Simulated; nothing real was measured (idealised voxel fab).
process module | voxel fin reveal
cross-section cut | 275 nm wide | cells 5 nm
A cross-section is a grid of square cells, given in bands from the top down. A band is one or more rows of cells.
Each band's line starts with the height of the band's top and of its bottom, in nm. Then come its materials from left to right, each with its width in nm. One material with "throughout" fills the band from edge to edge. "air" is empty space.
Height 0 is the level under which the wafer as received is all one material. The lowest band goes on downwards, as in "0 down".
A width such as "30 to 40" changes by the same amount from each row of cells to the next, from the band's top row to its bottom row.
"no change" after a step means that no cell of the cross-section changed.
closed voids: empty space of 8 cells or more with no open way to the top, each as width x height at its distance from the left edge, in nm
after a step's settings: what the simulator itself notes on the step
overlay nm, on a step with a mask: how far to the right of its planned place the mask lay; to the left if negative
plan
1 op RECEIVE | material Si
2 op CONFORMAL_DEP | material SiN | thk nm 5
3 op PATTERN | tone cover | mask id FINS | material resist | width nm 15 | pitch nm 35 | thk nm 20 | overlay nm -15
4 op DIRECTIONAL_ETCH | etch materials SiN | depth nm 5
5 op DIRECTIONAL_ETCH | etch materials Si | depth nm 40
6 op STRIP | etch materials resist
7 op OXIDIZE | depth nm 5
8 op FILL_DEP | material SiO2 | thk nm 15
9 op CMP | height nm 5
10 op SELECTIVE_ETCH | etch materials SiO2 | depth nm 35
11 op STRIP | etch materials SiN
varied across the wafers: overlay nm of step 3. The plan shows the first wafer's value. All wafers start alike
first wafer as received, after step 1
  0 down: Si throughout
  closed voids: none
each wafer at the end: cells of each material gained (+) or lost (-) since it was received, then its closed voids
overlay nm -15 | -477 Si | +159 SiO2 | closed voids: none
overlay nm -10 | -477 Si | +159 SiO2 | closed voids: none
overlay nm -5 | -477 Si | +159 SiO2 | closed voids: none
overlay nm 0 | -477 Si | +159 SiO2 | closed voids: none
overlay nm 5 | -477 Si | +159 SiO2 | closed voids: none
overlay nm 10 | -477 Si | +159 SiO2 | closed voids: none
overlay nm 15 | -477 Si | +159 SiO2 | closed voids: none
